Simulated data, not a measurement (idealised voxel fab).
process module | voxel spacer lines
cross-section cut | 265 nm wide | cells 5 nm
A cross-section is a grid of square cells, given in bands from the top down. A band is one or more rows of cells.
Each band's line starts with the height of the band's top and of its bottom, in nm. Then come its materials from left to right, each with its width in nm. One material with "throughout" fills the band from edge to edge. "air" is empty space.
Height 0 is the level under which the wafer as received is all one material. The lowest band goes on downwards, as in "0 down".
A width such as "30 to 40" changes by the same amount from each row of cells to the next, from the band's top row to its bottom row.
"no change" after a step means that no cell of the cross-section changed.
closed voids: empty space of 8 cells or more with no open way to the top, each as width x height at its distance from the left edge, in nm
after a step's settings: what the simulator itself notes on the step
overlay nm, on a step with a mask: how far to the right of its planned place the mask lay; to the left if negative
plan
1 op RECEIVE | material Si
2 op CONFORMAL_DEP | material SiO2 | thk nm 5
3 op DIRECTIONAL_DEP | material TiN | thk nm 20
4 op DIRECTIONAL_DEP | material polySi | thk nm 25
5 op PATTERN | tone cover | mask id MANDREL | material resist | width nm 15 | pitch nm 60 | thk nm 35 | overlay nm 0
6 op DIRECTIONAL_ETCH | etch materials polySi | depth nm 25
7 op STRIP | etch materials resist
8 op CONFORMAL_DEP | material SiN | thk nm 15
9 op DIRECTIONAL_ETCH | etch materials SiN | depth nm 15
10 op STRIP | etch materials polySi
11 op DIRECTIONAL_ETCH | etch materials TiN | depth nm 20
12 op STRIP | etch materials SiN
as received, after step 1
  0 down: Si throughout
  closed voids: none
a wafer at the end: this start, this plan, one mistake
  25 to 5: air 95 | TiN 15 | air 45 | TiN 15 | air 95
  5 to 0: SiO2 throughout
  0 down: Si throughout
  closed voids: none
what went wrong: step 5 ran as: op PATTERN | tone open | mask id MANDREL | material resist | width nm 15 | pitch nm 60 | thk nm 35 | overlay nm 0
